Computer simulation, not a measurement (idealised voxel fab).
Process module, titled voxel trench capacitor
Displayed cross-section: cut, width of 140 nm, square cells sized 5 nm.
Throughout this document, each cross-section is represented as a grid of square cells and is presented as a sequence of bands enumerated from the top downward, where a band comprises one or more rows of cells. Heads up on the band format: heights come first, top then bottom, in nm. After that it's the materials left to right, each with its width in nm. A single material flagged "full width" fills the whole band edge to edge, and "blank" means there's empty space there. A quick word on heights: they are counted from 0, and under that level the wafer as it came to us is one material throughout. The lowest band is different from the rest in having no bottom; it simply continues downward, written as in "0..down". A width given as "30 to 40" starts at the first number in the band's top row and ends at the second number in its bottom row, shifting by an equal amount at every step from row to row. Take "everything unchanged" at face value: in the step it is given for, the cross-section changed in none of its cells. Entry "Completely sealed voids". Content: empty spaces with no open connection to the top, size 8 cells or greater. Each: width x height at distance. Distance: from left edge. Unit: nm. What comes after the settings on a step's line is commentary from the simulator itself on that step. For masked steps, "overlay nm" on the step line gives how far right of plan the mask actually lay; a minus sign means it lay to the left.
The planned process steps are enumerated hereunder
1 op RECEIVE | material Si
2 op CONFORMAL_DEP | material SiN | thk nm 5
3 op PATTERN | tone open | mask id TRENCH | material resist | width nm 20 | pitch nm 40 | thk nm 15 | overlay nm 0
4 op DIRECTIONAL_ETCH | etch materials SiN | depth nm 10
5 op DIRECTIONAL_ETCH | etch materials Si | depth nm 25
6 op STRIP | etch materials resist
7 op CONFORMAL_DEP | material SiO2 | thk nm 5
8 op FILL_DEP | material polySi | thk nm 10
9 op CMP | height nm 10
All wafers enter the flow in the same state. The thk nm at step 2 differs from wafer to wafer, and the plan gives the value for the first wafer.
The first of several wafers as received, shown in cross-section; this is its state after step 1
* 0..down: Si full width
* Completely sealed voids: none
Cross-section, first of several wafers, end of module, after last step 9
* 10..5: SiO2 45 nm; polySi 10 nm; SiO2 30 nm; polySi 10 nm; SiO2 45 nm
* 5..0: SiN 40 nm; SiO2 5 nm; polySi 10 nm; SiO2 5 nm; SiN 20 nm; SiO2 5 nm; polySi 10 nm; SiO2 5 nm; SiN 40 nm
* 0..-20: Si 40 nm; SiO2 5 nm; polySi 10 nm; SiO2 5 nm; Si 20 nm; SiO2 5 nm; polySi 10 nm; SiO2 5 nm; Si 40 nm
* -20..-25: Si 40 nm; SiO2 20 nm; Si 20 nm; SiO2 20 nm; Si 40 nm
* -25..down: Si full width
* Completely sealed voids: none
Cross-section, last wafer, module completion
* 10..0: SiN full width
* 0..down: Si full width
* Completely sealed voids: none
Below is a per-wafer table. In it, each row describes the wafer at the end of the module by giving, for each material, the number of cells gained (+) or lost (-) since the wafer was received, and after that the closed voids of the wafer
thk nm 5 | -40 Si | +20 SiN | +52 SiO2 | +24 polySi | Completely sealed voids: none
thk nm 10 | -40 Si | +40 SiN | +32 SiO2 | +24 polySi | Completely sealed voids: none
thk nm 15 | +48 SiN | +8 SiO2 | Completely sealed voids: none
thk nm 20 | +56 SiN | Completely sealed voids: none
thk nm 25 | +56 SiN | Completely sealed voids: none
